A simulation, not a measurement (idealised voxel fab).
Documented hereafter: the process module known as voxel gate over fins.
The width of the displayed cross-section, cut, is 295 nm; its cells are square, with a size of 5 nm.
A cross-section in this document is a grid of square cells, and it is written down as bands, the top band listed before the ones below it; a band is made up of one or more rows of cells. A band entry consists of two parts. The first gives the height of the band's top and the height of its bottom, in nm. The rest lists the band's materials from left to right, each with its width in nm. A single material labelled with the word "edge to edge" fills the band from edge to edge, and the word "air" marks empty space. Heights from 0 (as-received wafer is one material below). Bottom band endless downward, as "z 0 and below". A width given as "30->40" starts at the first number in the band's top row and ends at the second number in its bottom row, shifting by an equal amount at every step from row to row. "no modification" means the step left every cell of the cross-section as it was. So "Closed void catalog" is basically the list of trapped voids: any empty space of 8 cells or more that can't reach the top through an opening. They're written width x height at distance, the distance being from the left edge, and it's all nm. Post-settings text on a step line: simulator's own remark regarding the step. "overlay nm" denotes, for a step that has a mask, the displacement of the mask to the right of its planned place, with negative values corresponding to the left.
Set out below are the planned steps of the process:
1) RECEIVE: material Si
2) CONFORMAL_DEP: material SiN, thk nm 10
3) MASKED_ETCH: tone cover, mask id FINS, width nm 15, pitch nm 55, etch materials SiN, depth nm 10, overlay nm 0
4) MASKED_ETCH: tone cover, mask id FINS, width nm 15, pitch nm 55, etch materials Si, depth nm 30, overlay nm 0
5) OXIDIZE: depth nm 5
6) FILL_DEP: material SiO2, thk nm 5
7) CMP: height nm 10
8) MASKED_ETCH: tone open, mask id RAIL, width nm 15, etch materials SiO2, depth nm 35, overlay nm 0
9) CONFORMAL_DEP: material TiN, thk nm 5
10) FILL_DEP: material W, thk nm 10
11) CMP: height nm 10
12) SELECTIVE_ETCH: etch materials W Ru TiN, depth nm 30
13) FILL_DEP: material SiO2, thk nm 5
14) CMP: height nm 10
15) SELECTIVE_ETCH: etch materials SiO2, depth nm 25
16) STRIP: etch materials SiN
17) CONFORMAL_DEP: material HfO2, thk nm 5
18) CONFORMAL_DEP: material TiN, thk nm 5
19) FILL_DEP: material W, thk nm 10
20) CMP: height nm 15
21) CONFORMAL_DEP: material SiN, thk nm 5
All wafers enter the flow in the same state. The width nm at step 4 differs from wafer to wafer, and the plan gives the value for the first wafer.
First wafer of several, as received: cross-section after step 1:
- z 0 and below: Si edge to edge
- Closed void catalog: none
Cross-section, first of several wafers, end of module, after last step 21:
- z 20 to 15: SiN edge to edge
- z 15 to 10: W edge to edge
- z 10 to 5: W (105) / TiN (25) / W (30) / TiN (25) / W (110)
- z 5 to 0: W (105) / TiN (5) / HfO2 (15) / TiN (5) / W (30) / TiN (5) / HfO2 (15) / TiN (5) / W (110)
- z 0 to -5: W (105) / TiN (5) / HfO2 (5) / Si (5) / HfO2 (5) / TiN (5) / W (30) / TiN (5) / HfO2 (5) / Si (5) / HfO2 (5) / TiN (5) / W (110)
- z -5 to -10: TiN (110) / HfO2 (5) / Si (5) / HfO2 (5) / TiN (40) / HfO2 (5) / Si (5) / HfO2 (5) / TiN (115)
- z -10 to -15: HfO2 (115) / Si (5) / HfO2 (50) / Si (5) / HfO2 (120)
- z -15 to -20: SiO2 (115) / Si (5) / SiO2 (50) / Si (5) / SiO2 (120)
- z -20 to -25: SiO2 (115) / Si (5) / SiO2 (15) / TiN (15) / SiO2 (20) / Si (5) / SiO2 (120)
- z -25 to -35: SiO2 (115) / Si (5) / SiO2 (50) / Si (5) / SiO2 (120)
- z -35 and below: Si edge to edge
- Closed void catalog: none
Cross-sectional view, end of module, last wafer of several:
- z 20 to 15: SiN edge to edge
- z 15 to 10: W edge to edge
- z 10 to 5: W (105) / TiN (25) / W (30) / TiN (25) / W (110)
- z 5 to 0: W (100) / TiN (10) / HfO2 (15) / TiN (15) / W (15) / TiN (10) / HfO2 (15) / TiN (15) / W (100)
- z 0 to -5: W (100) / TiN (5) / HfO2 (10) / Si (5) / HfO2 (15) / TiN (5) / W (15) / TiN (5) / HfO2 (10) / Si (5) / HfO2 (15) / TiN (5) / W (100)
- z -5 to -10: TiN (105) / HfO2 (5) / Si (20) / HfO2 (5) / TiN (25) / HfO2 (5) / Si (20) / HfO2 (5) / TiN (105)
- z -10 to -15: HfO2 (110) / Si (20) / HfO2 (35) / Si (20) / HfO2 (110)
- z -15 to -20: SiO2 (110) / Si (20) / SiO2 (35) / Si (20) / SiO2 (110)
- z -20 to -25: SiO2 (110) / Si (20) / SiO2 (5) / TiN (15) / SiO2 (15) / Si (20) / SiO2 (110)
- z -25 to -35: SiO2 (110) / Si (20) / SiO2 (35) / Si (20) / SiO2 (110)
- z -35 and below: Si edge to edge
- Closed void catalog: none
Tabulated below, wafer by wafer, are the end-of-module results: for each material, the number of cells gained (+) or lost (-) relative to the as-received state, followed by the closed voids:
width nm 15, +71 HfO2, -399 Si, +59 SiN, +225 SiO2, +74 TiN, +206 W, Closed void catalog: none
width nm 20, +71 HfO2, -387 Si, +59 SiN, +217 SiO2, +74 TiN, +202 W, Closed void catalog: none
width nm 25, +71 HfO2, -375 Si, +59 SiN, +209 SiO2, +74 TiN, +198 W, Closed void catalog: none
width nm 30, +71 HfO2, -363 Si, +59 SiN, +201 SiO2, +74 TiN, +194 W, Closed void catalog: none
